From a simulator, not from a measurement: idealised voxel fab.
Process module heading - voxel self aligned contacts
Cross-section cut: width 250 nm, square cells of 5 nm.
A cross-section is written here as square cells arranged in a grid, and it is given in bands from the top down, each band taking up one or more rows of cells. Top height, bottom height, nm. Materials left to right, width each, nm. Single material + "full width" = fills band edge to edge. "blank" = empty. Zero point of the height axis is 0; under it, received wafer = one material. Lowest band: continues down indefinitely, "from 0 down". The expression "30 to 40" gives the width at the extremes of the band, the first number at its top row of cells and the second at its bottom row, with the width changing by equal amounts from each row to the next in between. "nothing altered" -> step changed no cross-section cell. Empty spaces without an open route to the top, at least 8 cells in extent, make up the entry "Cavities, closed"; each is given as width x height at distance, where the distance is measured from the left edge, and all are in nm. Anything after a step's settings on that line? It's the simulator's own note about the step. overlay nm, on a step with a mask: how far to the right of its planned place the mask lay; to the left if negative.
Listed below are the process steps as planned:
1 op RECEIVE | material Si
2 op OXIDIZE | depth nm 5
3 op DIRECTIONAL_DEP | material polySi | thk nm 25
4 op DIRECTIONAL_DEP | material SiN | thk nm 20
5 op DIRECTIONAL_DEP | material aC | thk nm 15
6 op PATTERN | tone cover | mask id GATE | material resist | width nm 30 | pitch nm 75 | thk nm 30 | overlay nm 0
7 op DIRECTIONAL_ETCH | etch materials aC | depth nm 15
8 op STRIP | etch materials resist
9 op DIRECTIONAL_ETCH | etch materials SiN | depth nm 20
10 op DIRECTIONAL_ETCH | etch materials polySi | depth nm 25
11 op STRIP | etch materials aC
12 op CONFORMAL_DEP | material SiN | thk nm 10
13 op DIRECTIONAL_ETCH | etch materials SiN | depth nm 10
14 op FILL_DEP | material SiO2 | thk nm 15
15 op CMP | height nm 55
16 op DIRECTIONAL_DEP | material aC | thk nm 15
17 op PATTERN | tone open | mask id CONTACT | material resist | width nm 55 | thk nm 30 | overlay nm 0
18 op DIRECTIONAL_ETCH | etch materials aC | depth nm 15
19 op STRIP | etch materials resist
20 op DIRECTIONAL_ETCH | etch materials SiO2 | depth nm 60
21 op STRIP | etch materials aC
22 op CONFORMAL_DEP | material TiN | thk nm 5
23 op FILL_DEP | material W | thk nm 5
24 op CMP | height nm 55
25 op CONFORMAL_DEP | material SiCN | thk nm 5
Cross-section of the wafer at receipt, which is the condition after step 1:
* from 0 down | Si full width
* Cavities, closed: none
Here's the cross-section of the first of our two wafers at the end of the module - it ran as planned:
* from 60 to 55 | SiCN full width
* from 55 to 45 | SiO2=95 / TiN=5 to 20 / W=45 to 15 / TiN=5 to 20 / SiO2=100
* from 45 to 25 | SiO2=60 / SiN=50 / TiN=5 / W=15 / TiN=5 / SiN=50 / SiO2=65
* from 25 to 0 | SiO2=60 / SiN=10 / polySi=30 / SiN=10 / TiN=5 / W=15 / TiN=5 / SiN=10 / polySi=30 / SiN=10 / SiO2=65
* from 0 to -5 | SiO2=110 / TiN=25 / SiO2=115
* from -5 down | Si full width
* Cavities, closed: none
Cross-section at end of module for the second wafer of two, which matched the first in starting point and plan and differed by one mistake in its processing:
* from 60 to 55 | SiCN full width
* from 55 to 45 | SiO2=60 / W=50 / TiN=5 / W=15 / TiN=5 / W=50 / SiO2=65
* from 45 to 25 | SiO2=60 / W=10 / SiN=30 / W=10 / TiN=5 / W=15 / TiN=5 / W=10 / SiN=30 / W=10 / SiO2=65
* from 25 to 15 | SiO2=60 / W=10 / polySi=30 / W=10 / TiN=5 / W=15 / TiN=5 / W=10 / polySi=30 / W=10 / SiO2=65
* from 15 to 10 | SiO2=60 / W=10 / polySi=30 / W=10 / TiN=25 / W=10 / polySi=30 / W=10 / SiO2=65
* from 10 to 0 | W=70 / polySi=30 / W=45 / polySi=30 / W=75
* from 0 to -5 | SiO2 full width
* from -5 down | Si full width
* Cavities, closed: none
Where did the run depart from the plan? step 12 was run on a setting that differed from the plan, and what really ran there is op CONFORMAL_DEP | material W | thk nm 10
The final cell counts differ between the wafers, with the second having more or fewer of some materials than the first: SiN -72 | SiO2 -73 | TiN -12 | W +157
